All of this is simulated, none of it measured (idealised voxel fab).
Herein follows the process module entitled voxel transistor to metal.
Section shown: cut. Width: 185 nm. Cell size: 5 nm, square.
Reading order for cross-sections: top band down to bottom band. Underlying form: a grid of square cells. Band size: one or more rows of cells.
First you get the band's top height and its bottom height, in nm, and then the materials it's made of, left to right, with each width in nm. If you see a single material with "full width", that one covers the band edge to edge. "empty" is empty space.
Heights are expressed relative to 0, this being the level below which the as-received wafer comprises one material exclusively. The lowest band is unbounded in the downward direction and is denoted as in "top 0, no bottom".
Width "30 to 40": first value at the band's top row of cells, second value at its bottom row, equal change from row to row.
Where the words "nothing different" appear for a step, the cross-section shows no cell changed by that step; every cell remained as before.
Reported under the label "Closed void register" are the empty spaces having no open way to the top and comprising 8 cells or more; the notation for each is width x height at distance, in which the distance is measured from the left edge and all three values are in nm.
Where a step's line continues beyond its settings, the continuation is a remark by the simulator itself on that step.
overlay nm: for a step with a mask, the amount by which the mask lay right of where it was planned; a negative amount means left of it.
# The process steps that were planned are listed below
step 1: RECEIVE,material Si
step 2: CONFORMAL_DEP,material SiO2,thk nm 5
step 3: CONFORMAL_DEP,material SiN,thk nm 10
step 4: DIRECTIONAL_DEP,material aC,thk nm 15
step 5: PATTERN,tone cover,mask id ACTIVE,material resist,width nm 100,thk nm 30,overlay nm 0
step 6: DIRECTIONAL_ETCH,etch materials aC,depth nm 15
step 7: STRIP,etch materials resist
step 8: DIRECTIONAL_ETCH,etch materials SiN,depth nm 10
step 9: DIRECTIONAL_ETCH,etch materials SiO2,depth nm 5
step 10: DIRECTIONAL_ETCH,etch materials Si,depth nm 30
step 11: STRIP,etch materials aC
step 12: FILL_DEP,material SiO2,thk nm 15
step 13: CMP,height nm 15
step 14: SELECTIVE_ETCH,etch materials SiO2,depth nm 10
step 15: STRIP,etch materials SiN
step 16: SELECTIVE_ETCH,etch materials SiO2,depth nm 5
step 17: OXIDIZE,depth nm 5
step 18: DIRECTIONAL_DEP,material polySi,thk nm 25
step 19: DIRECTIONAL_DEP,material SiCN,thk nm 10
step 20: DIRECTIONAL_DEP,material aC,thk nm 15
step 21: PATTERN,tone cover,mask id GATE,material resist,width nm 20,thk nm 35,overlay nm 0
step 22: DIRECTIONAL_ETCH,etch materials aC,depth nm 15
step 23: STRIP,etch materials resist
step 24: DIRECTIONAL_ETCH,etch materials SiCN,depth nm 20
step 25: DIRECTIONAL_ETCH,etch materials polySi,depth nm 35
step 26: STRIP,etch materials aC
step 27: CONFORMAL_DEP,material SiN,thk nm 10
step 28: DIRECTIONAL_ETCH,etch materials SiN,depth nm 10
step 29: DIRECTIONAL_ETCH,etch materials SiO2,depth nm 5
step 30: DIRECTIONAL_ETCH,etch materials Si,depth nm 10
step 31: EPI,material SiGe,thk nm 15
step 32: FILL_DEP,material SiO2,thk nm 5
step 33: CMP,height nm 35
step 34: DIRECTIONAL_DEP,material SiO2,thk nm 10
step 35: PATTERN,tone open,mask id CONTACT,material resist,width nm 30,pitch nm 60,thk nm 15,overlay nm 0
step 36: DIRECTIONAL_ETCH,etch materials SiO2,depth nm 45
step 37: STRIP,etch materials resist
step 38: CONFORMAL_DEP,material TiN,thk nm 5
step 39: FILL_DEP,material W,thk nm 10
step 40: CMP,height nm 45
step 41: CONFORMAL_DEP,material SiN,thk nm 5
step 42: DIRECTIONAL_DEP,material SiO2,thk nm 20
step 43: MASKED_ETCH,tone open,mask id METAL_1,width nm 15,pitch nm 75,etch materials SiO2,depth nm 20,overlay nm 0
step 44: MASKED_ETCH,tone open,mask id METAL_1,width nm 15,pitch nm 75,etch materials SiN,depth nm 5,overlay nm 0
step 45: CONFORMAL_DEP,material TiN,thk nm 5
step 46: FILL_DEP,material Cu,thk nm 10
step 47: CMP,height nm 70
step 48: CONFORMAL_DEP,material SiCN,thk nm 5
step 49: DIRECTIONAL_DEP,material SiO2,thk nm 25
step 50: PATTERN,tone open,mask id METAL_2,material resist,width nm 15,pitch nm 75,thk nm 15,overlay nm 0
step 51: DIRECTIONAL_ETCH,etch materials SiO2,depth nm 15
step 52: STRIP,etch materials resist
step 53: DIRECTIONAL_DEP,material aC,thk nm 15
step 54: PATTERN,tone open,mask id METAL_2_HOLES,material resist,width nm 15,pitch nm 75,thk nm 35,overlay nm 0
step 55: DIRECTIONAL_ETCH,etch materials aC,depth nm 15
step 56: STRIP,etch materials resist
step 57: DIRECTIONAL_ETCH,etch materials SiO2,depth nm 10
step 58: DIRECTIONAL_ETCH,etch materials SiCN,depth nm 5
step 59: STRIP,etch materials aC
step 60: CONFORMAL_DEP,material TiN,thk nm 5
step 61: FILL_DEP,material Cu,thk nm 10
step 62: CMP,height nm 100
step 63: CONFORMAL_DEP,material SiN,thk nm 5
# Step 1 complete: cross-section of the wafer as received
	top 0, no bottom: Si full width
	Closed void register: none
# Cross-sectional view of the first of the two wafers upon completion of the module, processed in accordance with the plan
	top 105, bottom 100: SiN full width
	top 100, bottom 75: SiO2 45, TiN 5, Cu 5, TiN 5, SiO2 60, TiN 5, Cu 5, TiN 5, SiO2 50
	top 75, bottom 70: SiCN 45, TiN 15, SiCN 60, TiN 15, SiCN 50
	top 70, bottom 50: SiO2 45, TiN 5, Cu 5, TiN 5, SiO2 60, TiN 5, Cu 5, TiN 5, SiO2 50
	top 50, bottom 45: SiN 45, TiN 15, SiN 60, TiN 15, SiN 50
	top 45, bottom 35: SiO2 45, TiN 5, W 20 to 15, TiN 5 to 10, SiO2 30, TiN 5 to 10, W 20 to 15, TiN 5, SiO2 50
	top 35, bottom 25: SiO2 45, TiN 5, W 15, TiN 5, SiN 10, SiCN 20, SiN 10, TiN 5, W 15, TiN 5, SiO2 50
	top 25, bottom 15: SiO2 45, TiN 5, W 15, TiN 5, SiN 10, polySi 20, SiN 10, TiN 5, W 15, TiN 5, SiO2 50
	top 15, bottom 10: SiO2 45, TiN 25, SiN 10, polySi 20, SiN 10, TiN 25, SiO2 50
	top 10, bottom 0: SiO2 45, TiN 10, SiGe 15, SiN 10, polySi 20, SiN 10, SiGe 15, TiN 10, SiO2 50
	top 0, bottom -5: SiO2 35, SiGe 35, SiO2 40, SiGe 35, SiO2 40
	top -5, bottom -15: SiO2 40, SiGe 30, Si 40, SiGe 30, SiO2 45
	top -15, bottom -30: SiO2 40, Si 100, SiO2 45
	top -30, no bottom: Si full width
	Closed void register: none
# Cross-section of the latter of the two wafers at module completion. It had an identical start and an identical plan to the former; in running it, one mistake was made
	top 105, bottom 100: SiN full width
	top 100, bottom 75: SiO2 45, TiN 5, Cu 5, TiN 5, SiO2 60, TiN 5, Cu 5, TiN 5, SiO2 50
	top 75, bottom 70: SiCN 45, TiN 15, SiCN 60, TiN 15, SiCN 50
	top 70, bottom 50: SiO2 45, TiN 5, Cu 5, TiN 5, SiO2 60, TiN 5, Cu 5, TiN 5, SiO2 50
	top 50, bottom 45: SiN 45, TiN 15, SiN 60, TiN 15, SiN 50
	top 45, bottom 35: SiO2 45, TiN 5, W 20 to 10, TiN 5 to 15, SiO2 30, TiN 5 to 15, W 20 to 10, TiN 5, SiO2 50
	top 35, bottom 25: SiO2 45, TiN 5, W 10, TiN 5, SiN 10, SiCN 30, SiN 10, TiN 5, W 10, TiN 5, SiO2 50
	top 25, bottom 15: SiO2 45, TiN 5, W 10, TiN 5, SiN 10, polySi 30, SiN 10, TiN 5, W 10, TiN 5, SiO2 50
	top 15, bottom 10: SiO2 45, TiN 20, SiN 10, polySi 30, SiN 10, TiN 20, SiO2 50
	top 10, bottom 0: SiO2 45, TiN 5, SiGe 15, SiN 10, polySi 30, SiN 10, SiGe 15, TiN 5, SiO2 50
	top 0, bottom -5: SiO2 35, SiGe 30, SiO2 50, SiGe 30, SiO2 40
	top -5, bottom -15: SiO2 40, SiGe 25, Si 50, SiGe 25, SiO2 45
	top -15, bottom -30: SiO2 40, Si 100, SiO2 45
	top -30, no bottom: Si full width
	Closed void register: none
Which mistake was made when the wafer was run? so step 21 ended up running with a different setting than we planned, it ran as PATTERN,tone cover,mask id GATE,material resist,width nm 30,thk nm 35,overlay nm 0
The second wafer ends with more or fewer cells of some materials than the first, per final count: 4 more of Si; 4 more of SiCN; 6 fewer of SiGe; 2 more of SiO2; 4 fewer of TiN; 10 fewer of W; 10 more of polySi
